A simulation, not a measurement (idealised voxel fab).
Process module name: voxel transistor to metal
The width of the displayed cross-section, cut, is 145 nm; its cells are square, with a size of 5 nm.
Cross-section spec: square-cell grid; bands listed top down; each band is one or more rows. Read a band's entry like this: the first values are the height of its top and the height of its bottom in nm, and what follows is the sequence of materials from left to right, each with its width in nm. Note that "air" is empty space, and that a single material marked "full width" reaches across the band from edge to edge. The level at which height equals 0 is the one under which the wafer, as it arrives, is entirely one material. No lower edge exists for the bottom band, which continues downward and is notated as in "0..down". A width such as "30..40" changes by the same amount from each row of cells to the next, from the band's top row to its bottom row. The designation "same as before", where it is given for a processing step, indicates that no cell of the cross-section was altered in the course of that step. "Encapsulated voids" enumerates empty spaces isolated from the top, with no open way to it, that contain at least 8 cells, giving each as width x height at distance from the left edge, all three in nm. Anything after a step's settings on that line? It's the simulator's own note about the step. "overlay nm" on a masked step: distance the mask lay right of its planned place, negative for left.
## This section lists the process steps that were planned
1 RECEIVE | material Si
2 OXIDIZE | depth nm 5
3 CONFORMAL_DEP | material SiN | thk nm 15
4 DIRECTIONAL_DEP | material aC | thk nm 10
5 PATTERN | tone cover | mask id ACTIVE | material resist | width nm 100 | thk nm 30 | overlay nm 0
6 DIRECTIONAL_ETCH | etch materials aC | depth nm 10
7 STRIP | etch materials resist
8 DIRECTIONAL_ETCH | etch materials SiN | depth nm 15
9 DIRECTIONAL_ETCH | etch materials SiO2 | depth nm 5
10 DIRECTIONAL_ETCH | etch materials Si | depth nm 25
11 STRIP | etch materials aC
12 FILL_DEP | material SiO2 | thk nm 15
13 CMP | height nm 15
14 SELECTIVE_ETCH | etch materials SiO2 | depth nm 10
15 STRIP | etch materials SiN
16 SELECTIVE_ETCH | etch materials SiO2 | depth nm 5
17 OXIDIZE | depth nm 5
18 DIRECTIONAL_DEP | material polySi | thk nm 20
19 DIRECTIONAL_DEP | material SiCN | thk nm 15
20 PATTERN | tone cover | mask id GATE | material resist | width nm 20 | thk nm 15 | overlay nm 0
21 DIRECTIONAL_ETCH | etch materials SiCN | depth nm 25
22 DIRECTIONAL_ETCH | etch materials polySi | depth nm 30
23 STRIP | etch materials resist
24 CONFORMAL_DEP | material SiO2 | thk nm 5
25 DIRECTIONAL_ETCH | etch materials SiO2 | depth nm 5
26 CONFORMAL_DEP | material SiN | thk nm 5
27 DIRECTIONAL_ETCH | etch materials SiN | depth nm 5
28 DIRECTIONAL_ETCH | etch materials SiO2 | depth nm 5
29 DIRECTIONAL_ETCH | etch materials Si | depth nm 10
30 EPI | material nSi | thk nm 10
31 FILL_DEP | material SiO2 | thk nm 5
32 CMP | height nm 30
33 DIRECTIONAL_DEP | material SiO2 | thk nm 10
34 PATTERN | tone open | mask id CONTACT | material resist | width nm 30 | pitch nm 60 | thk nm 20 | overlay nm 0
35 DIRECTIONAL_ETCH | etch materials SiO2 | depth nm 50
36 STRIP | etch materials resist
37 CONFORMAL_DEP | material TiN | thk nm 5
38 FILL_DEP | material W | thk nm 10
39 CMP | height nm 40
40 CONFORMAL_DEP | material SiCN | thk nm 5
41 DIRECTIONAL_DEP | material lowk | thk nm 15
42 PATTERN | tone open | mask id METAL_1 | material resist | width nm 20 | pitch nm 70 | thk nm 15 | overlay nm 0
43 DIRECTIONAL_ETCH | etch materials lowk | depth nm 15
44 DIRECTIONAL_ETCH | etch materials SiCN | depth nm 5
45 STRIP | etch materials resist
46 CONFORMAL_DEP | material TiN | thk nm 5
47 FILL_DEP | material Cu | thk nm 10
48 CMP | height nm 60
49 CONFORMAL_DEP | material SiCN | thk nm 5
50 DIRECTIONAL_DEP | material SiO2 | thk nm 35
51 DIRECTIONAL_DEP | material aC | thk nm 10
52 PATTERN | tone open | mask id METAL_2_HOLES | material resist | width nm 15 | pitch nm 70 | thk nm 25 | overlay nm 0
53 DIRECTIONAL_ETCH | etch materials aC | depth nm 10
54 STRIP | etch materials resist
55 DIRECTIONAL_ETCH | etch materials SiO2 | depth nm 35
56 STRIP | etch materials aC
57 PATTERN | tone open | mask id METAL_2 | material resist | width nm 20 | pitch nm 70 | thk nm 15 | overlay nm 0
58 DIRECTIONAL_ETCH | etch materials SiO2 | depth nm 20
59 DIRECTIONAL_ETCH | etch materials SiCN | depth nm 5
60 STRIP | etch materials resist
61 CONFORMAL_DEP | material TiN | thk nm 5
62 FILL_DEP | material Cu | thk nm 10
63 CMP | height nm 100
64 CONFORMAL_DEP | material SiN | thk nm 5
## Cross-section of the wafer as it came to us, i.e., already through step 1
  0..down = Si full width
  Encapsulated voids: none
## The first of the two wafers as seen in cross-section once the module was finished; processing followed the plan
  105..100 = SiN full width
  100..85 = SiO2 25; TiN 5; Cu 10; TiN 5; SiO2 50; TiN 5; Cu 10; TiN 5; SiO2 30
  85..80 = SiO2 25; TiN 5; Cu 5; TiN 10; SiO2 50; TiN 5; Cu 5; TiN 10; SiO2 30
  80..65 = SiO2 25; TiN 5; Cu 5; TiN 5; SiO2 55; TiN 5; Cu 5; TiN 5; SiO2 35
  65..60 = SiCN 25; TiN 15; SiCN 55; TiN 15; SiCN 35
  60..45 = lowk 25; TiN 5; Cu 10; TiN 5; lowk 50; TiN 5; Cu 10; TiN 5; lowk 30
  45..40 = SiCN 25; TiN 20; SiCN 50; TiN 20; SiCN 30
  40..30 = SiO2 25; TiN 5; W 20..15; TiN 5..10; SiO2 30; TiN 5..10; W 20..15; TiN 5; SiO2 30
  30..15 = SiO2 25; TiN 5; W 15; TiN 5; SiN 5; SiO2 5; SiCN 20; SiO2 5; SiN 5; TiN 5; W 15; TiN 5; SiO2 30
  15..5 = SiO2 25; TiN 5; W 15; TiN 5; SiN 5; SiO2 5; polySi 20; SiO2 5; SiN 5; TiN 5; W 15; TiN 5; SiO2 30
  5..0 = SiO2 25; TiN 25; SiN 5; SiO2 5; polySi 20; SiO2 5; SiN 5; TiN 25; SiO2 30
  0..-5 = SiO2 20; SiN 5; nSi 10; TiN 5; nSi 10; SiN 5; SiO2 5; polySi 20; SiO2 5; SiN 5; nSi 10; TiN 5; nSi 10; SiN 5; SiO2 25
  -5..-10 = SiO2 25; nSi 10; TiN 5; nSi 10; SiO2 40; nSi 10; TiN 5; nSi 10; SiO2 30
  -10..-20 = SiO2 20; Si 5; nSi 25; Si 40; nSi 25; Si 5; SiO2 25
  -20..-30 = SiO2 20; Si 100; SiO2 25
  -30..down = Si full width
  Encapsulated voids: none
## Wafer two, sectioned after the module: the first wafer's start, the first wafer's plan, and one mistake in how it was run
  120..115 = SiN full width
  115..105 = Cu full width
  105..100 = TiN 30; Cu 10; TiN 60; Cu 10; TiN 35
  100..85 = SiO2 25; TiN 5; Cu 10; TiN 5; SiO2 50; TiN 5; Cu 10; TiN 5; SiO2 30
  85..80 = SiO2 25; TiN 5; Cu 5; TiN 10; SiO2 50; TiN 5; Cu 5; TiN 10; SiO2 30
  80..65 = SiO2 25; TiN 5; Cu 5; TiN 5; SiO2 55; TiN 5; Cu 5; TiN 5; SiO2 35
  65..60 = SiCN 25; TiN 15; SiCN 55; TiN 15; SiCN 35
  60..45 = lowk 25; TiN 5; Cu 10; TiN 5; lowk 50; TiN 5; Cu 10; TiN 5; lowk 30
  45..40 = SiCN 25; TiN 20; SiCN 50; TiN 20; SiCN 30
  40..30 = SiO2 25; TiN 5; W 20..15; TiN 5..10; SiO2 30; TiN 5..10; W 20..15; TiN 5; SiO2 30
  30..15 = SiO2 25; TiN 5; W 15; TiN 5; SiN 5; SiO2 5; SiCN 20; SiO2 5; SiN 5; TiN 5; W 15; TiN 5; SiO2 30
  15..5 = SiO2 25; TiN 5; W 15; TiN 5; SiN 5; SiO2 5; polySi 20; SiO2 5; SiN 5; TiN 5; W 15; TiN 5; SiO2 30
  5..0 = SiO2 25; TiN 25; SiN 5; SiO2 5; polySi 20; SiO2 5; SiN 5; TiN 25; SiO2 30
  0..-5 = SiO2 20; SiN 5; nSi 10; TiN 5; nSi 10; SiN 5; SiO2 5; polySi 20; SiO2 5; SiN 5; nSi 10; TiN 5; nSi 10; SiN 5; SiO2 25
  -5..-10 = SiO2 25; nSi 10; TiN 5; nSi 10; SiO2 40; nSi 10; TiN 5; nSi 10; SiO2 30
  -10..-20 = SiO2 20; Si 5; nSi 25; Si 40; nSi 25; Si 5; SiO2 25
  -20..-30 = SiO2 20; Si 100; SiO2 25
  -30..down = Si full width
  Encapsulated voids: none
In executing the process, a mistake was made relative to the plan: skipped: plan step 63 (never run)
Count the cells at the end and the second wafer has more or fewer of some materials than the first: +62 Cu, +25 TiN
